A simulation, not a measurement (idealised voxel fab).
The following is a process module called voxel trench capacitor.
For reference, the cross-section in this document is cut, with width 265 nm and square cells of 5 nm.
How to read a cross-section here: the picture is a grid of square cells, written as bands going from the top down, and any band can span one or more rows of cells.
Band entry format. Leading values: height of top, height of bottom, nm. Remainder: materials in left-to-right order, each with its width in nm. Special words: "edge to edge" on a single material, which then fills the band edge to edge; "blank", empty space.
A quick word on heights: they are counted from 0, and under that level the wafer as it came to us is one material throughout. The lowest band is different from the rest in having no bottom; it simply continues downward, written as in "0 and below".
Width "30->40": first value at the band's top row of cells, second value at its bottom row, equal change from row to row.
Where the words "no modification" appear for a step, the cross-section shows no cell changed by that step; every cell remained as before.
"Enclosed void catalog" means: voids of 8 cells or more that are shut off from the top with no open way through. Written width x height at distance, distance from the left edge, in nm.
Past the settings on a step's line: simulator remark, on that step.
A step line may carry the setting "overlay nm", which, for steps involving a mask, states the distance by which the mask lay to the right of its intended position; negative values denote displacement to the left.
The process steps that were planned are listed below
1: RECEIVE | material Si
2: CONFORMAL_DEP | material SiN | thk nm 5
3: DIRECTIONAL_DEP | material aC | thk nm 15
4: PATTERN | tone open | mask id TRENCH | material resist | width nm 25 | pitch nm 55 | thk nm 35 | overlay nm 0
5: DIRECTIONAL_ETCH | etch materials aC | depth nm 15
6: STRIP | etch materials resist
7: DIRECTIONAL_ETCH | etch materials SiN | depth nm 5
8: DIRECTIONAL_ETCH | etch materials Si | depth nm 40
9: STRIP | etch materials aC
10: CONFORMAL_DEP | material HfO2 | thk nm 5
11: CONFORMAL_DEP | material TiN | thk nm 5
12: FILL_DEP | material W | thk nm 5
13: CMP | height nm 5
Shown in cross-section is the wafer as received, that is, as it stands after step 1
- 0 and below: Si edge to edge
- Enclosed void catalog: none
First of two wafers at the end of the module, shown in cross-section; run carried out as planned
- 5 down to 0: 35 of SiN, 5 of HfO2, 5 of TiN, 5 of W, 5 of TiN, 5 of HfO2, 30 of SiN, 5 of HfO2, 5 of TiN, 5 of W, 5 of TiN, 5 of HfO2, 30 of SiN, 5 of HfO2, 5 of TiN, 5 of W, 5 of TiN, 5 of HfO2, 30 of SiN, 5 of HfO2, 5 of TiN, 5 of W, 5 of TiN, 5 of HfO2, 40 of SiN
- 0 down to -30: 35 of Si, 5 of HfO2, 5 of TiN, 5 of W, 5 of TiN, 5 of HfO2, 30 of Si, 5 of HfO2, 5 of TiN, 5 of W, 5 of TiN, 5 of HfO2, 30 of Si, 5 of HfO2, 5 of TiN, 5 of W, 5 of TiN, 5 of HfO2, 30 of Si, 5 of HfO2, 5 of TiN, 5 of W, 5 of TiN, 5 of HfO2, 40 of Si
- -30 down to -35: 35 of Si, 5 of HfO2, 15 of TiN, 5 of HfO2, 30 of Si, 5 of HfO2, 15 of TiN, 5 of HfO2, 30 of Si, 5 of HfO2, 15 of TiN, 5 of HfO2, 30 of Si, 5 of HfO2, 15 of TiN, 5 of HfO2, 40 of Si
- -35 down to -40: 35 of Si, 25 of HfO2, 30 of Si, 25 of HfO2, 30 of Si, 25 of HfO2, 30 of Si, 25 of HfO2, 40 of Si
- -40 and below: Si edge to edge
- Enclosed void catalog: none
This cross-section belongs to the second wafer of two at the end of the module; the start and the plan were shared with the first, and the run included one mistake
- 5 down to 0: 25 of W, 5 of TiN, 5 of HfO2, 25 of SiN, 5 of HfO2, 5 of TiN, 10 of W, 5 of TiN, 5 of HfO2, 25 of SiN, 5 of HfO2, 5 of TiN, 10 of W, 5 of TiN, 5 of HfO2, 25 of SiN, 5 of HfO2, 5 of TiN, 10 of W, 5 of TiN, 5 of HfO2, 25 of SiN, 5 of HfO2, 5 of TiN, 30 of W
- 0 down to -30: 25 of W, 5 of TiN, 5 of HfO2, 25 of Si, 5 of HfO2, 5 of TiN, 10 of W, 5 of TiN, 5 of HfO2, 25 of Si, 5 of HfO2, 5 of TiN, 10 of W, 5 of TiN, 5 of HfO2, 25 of Si, 5 of HfO2, 5 of TiN, 10 of W, 5 of TiN, 5 of HfO2, 25 of Si, 5 of HfO2, 5 of TiN, 30 of W
- -30 down to -35: 30 of TiN, 5 of HfO2, 25 of Si, 5 of HfO2, 20 of TiN, 5 of HfO2, 25 of Si, 5 of HfO2, 20 of TiN, 5 of HfO2, 25 of Si, 5 of HfO2, 20 of TiN, 5 of HfO2, 25 of Si, 5 of HfO2, 35 of TiN
- -35 down to -40: 35 of HfO2, 25 of Si, 30 of HfO2, 25 of Si, 30 of HfO2, 25 of Si, 30 of HfO2, 25 of Si, 40 of HfO2
- -40 and below: Si edge to edge
- Enclosed void catalog: none
So what did we get wrong on this run? step 4 was processed under conditions differing from the plan, specifically as PATTERN | tone cover | mask id TRENCH | material resist | width nm 25 | pitch nm 55 | thk nm 35 | overlay nm 0
The closing comparison, in cells, has the second wafer with more or fewer of some materials than the first: 13 more of HfO2 | 104 fewer of Si | 13 fewer of SiN | 13 more of TiN | 91 more of W
